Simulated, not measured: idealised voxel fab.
process module | voxel released beams
cross-section cut | 260 nm wide | cells 5 nm
A cross-section is a grid of square cells, given in bands from the top down. A band is one or more rows of cells.
Each band's line starts with the height of the band's top and of its bottom, in nm. Then come its materials from left to right, each with its width in nm. One material with "throughout" fills the band from edge to edge. "air" is empty space.
Height 0 is the level under which the wafer as received is all one material. The lowest band goes on downwards, as in "0 down".
A width such as "30 to 40" changes by the same amount from each row of cells to the next, from the band's top row to its bottom row.
"no change" after a step means that no cell of the cross-section changed.
closed voids: empty space of 8 cells or more with no open way to the top, each as width x height at its distance from the left edge, in nm
after a step's settings: what the simulator itself notes on the step
overlay nm, on a step with a mask: how far to the right of its planned place the mask lay; to the left if negative
plan
1 op RECEIVE | material Si
2 op CONFORMAL_DEP | material SiN | thk nm 10
3 op DIRECTIONAL_DEP | material SiO2 | thk nm 20
4 op PATTERN | tone open | mask id ANCHOR | material resist | width nm 45 | thk nm 15 | overlay nm 0
5 op DIRECTIONAL_ETCH | etch materials SiO2 | depth nm 20
6 op STRIP | etch materials resist
7 op CONFORMAL_DEP | material polySi | thk nm 15
8 op DIRECTIONAL_DEP | material aC | thk nm 10
9 op PATTERN | tone cover | mask id BEAM | material resist | width nm 95 | thk nm 25 | overlay nm 0
10 op DIRECTIONAL_ETCH | etch materials aC | depth nm 10
11 op STRIP | etch materials resist
12 op DIRECTIONAL_ETCH | etch materials polySi | depth nm 15
13 op STRIP | etch materials aC
14 op STRIP | etch materials SiO2
first wafer, as planned
as received, after step 1
  0 down: Si throughout
  closed voids: none
after step 2
  10 to 0: SiN throughout
  below 0: unchanged
after step 3
  30 to 10: SiO2 throughout
  below 10: unchanged
after step 4
  45 to 30: resist 85 | air 45 | resist 130
  below 30: unchanged
after step 5
  45 to 30: resist 85 | air 45 | resist 130
  30 to 10: SiO2 85 | air 45 | SiO2 130
  below 10: unchanged
after step 6
  30 to 10: SiO2 85 | air 45 | SiO2 130
  below 10: unchanged
after step 7
  45 to 30: polySi 100 | air 15 | polySi 145
  30 to 25: SiO2 85 | polySi 15 | air 15 | polySi 15 | SiO2 130
  25 to 10: SiO2 85 | polySi 45 | SiO2 130
  below 10: unchanged
after step 8
  55 to 45: aC 100 | air 15 | aC 145
  45 to 35: polySi 100 | air 15 | polySi 145
  35 to 30: polySi 100 | aC 15 | polySi 145
  30 to 25: SiO2 85 | polySi 15 | aC 15 | polySi 15 | SiO2 130
  below 25: unchanged
after step 9
  80 to 55: air 80 | resist 95 | air 85
  55 to 45: aC 100 | resist 15 | aC 145
  45 to 35: polySi 100 | resist 15 | polySi 145
  below 35: unchanged
after step 10
  70 to 55: air 80 | resist 95 | air 85
  55 to 45: air 80 | aC 20 | resist 15 | aC 60 | air 85
  below 45: unchanged
after step 11
  55 to 45: air 80 | aC 20 | air 15 | aC 60 | air 85
  45 to 35: polySi 100 | air 15 | polySi 145
  below 35: unchanged
after step 12
  55 to 45: air 80 | aC 20 | air 15 | aC 60 | air 85
  45 to 35: air 80 | polySi 20 | air 15 | polySi 60 | air 85
  35 to 30: air 80 | polySi 20 | aC 15 | polySi 60 | air 85
  below 30: unchanged
after step 13
  45 to 30: air 80 | polySi 20 | air 15 | polySi 60 | air 85
  30 to 25: SiO2 85 | polySi 15 | air 15 | polySi 15 | SiO2 130
  below 25: unchanged
after step 14
  45 to 30: air 80 | polySi 20 | air 15 | polySi 60 | air 85
  30 to 25: air 85 | polySi 15 | air 15 | polySi 15 | air 130
  25 to 10: air 85 | polySi 45 | air 130
  below 10: unchanged
second wafer: like start, like plan, one mistake. Through step 3 it matches the first wafer
when step 4 should have ended
  45 to 30: air 85 | resist 45 | air 130
  below 30: unchanged
when step 5 should have ended
  45 to 30: air 85 | resist 45 | air 130
  30 to 10: air 85 | SiO2 45 | air 130
  below 10: unchanged
when step 6 should have ended
  30 to 10: air 85 | SiO2 45 | air 130
  below 10: unchanged
when step 7 should have ended
  45 to 30: air 70 | polySi 75 | air 115
  30 to 25: air 70 | polySi 15 | SiO2 45 | polySi 15 | air 115
  25 to 10: polySi 85 | SiO2 45 | polySi 130
  below 10: unchanged
when step 8 should have ended
  55 to 45: air 70 | aC 75 | air 115
  45 to 35: air 70 | polySi 75 | air 115
  35 to 30: aC 70 | polySi 75 | aC 115
  30 to 25: aC 70 | polySi 15 | SiO2 45 | polySi 15 | aC 115
  below 25: unchanged
when step 9 should have ended
  80 to 55: air 80 | resist 95 | air 85
  55 to 45: air 70 | aC 75 | resist 30 | air 85
  45 to 35: air 70 | polySi 75 | resist 30 | air 85
  below 35: unchanged
when step 10 should have ended
  70 to 55: air 80 | resist 95 | air 85
  55 to 45: air 80 | aC 65 | resist 30 | air 85
  45 to 35: air 70 | polySi 75 | resist 30 | air 85
  35 to 30: air 70 | polySi 75 | aC 30 | air 85
  30 to 25: air 70 | polySi 15 | SiO2 45 | polySi 15 | aC 30 | air 85
  below 25: unchanged
when step 11 should have ended
  55 to 45: air 80 | aC 65 | air 115
  45 to 35: air 70 | polySi 75 | air 115
  below 35: unchanged
when step 12 should have ended
  55 to 45: air 80 | aC 65 | air 115
  45 to 35: air 80 | polySi 65 | air 115
  35 to 30: air 80 | polySi 65 | aC 30 | air 85
  30 to 25: air 70 | polySi 15 | SiO2 45 | polySi 15 | aC 30 | air 85
  25 to 10: air 70 | polySi 15 | SiO2 45 | polySi 45 | air 85
  below 10: unchanged
when step 13 should have ended
  45 to 30: air 80 | polySi 65 | air 115
  30 to 25: air 70 | polySi 15 | SiO2 45 | polySi 15 | air 115
  below 25: unchanged
when step 14 should have ended: no change
what went wrong: step 4 ran as: op PATTERN | tone cover | mask id ANCHOR | material resist | width nm 45 | thk nm 15 | overlay nm 0
at the end the second wafer has, in cells: 36 more of SiO2
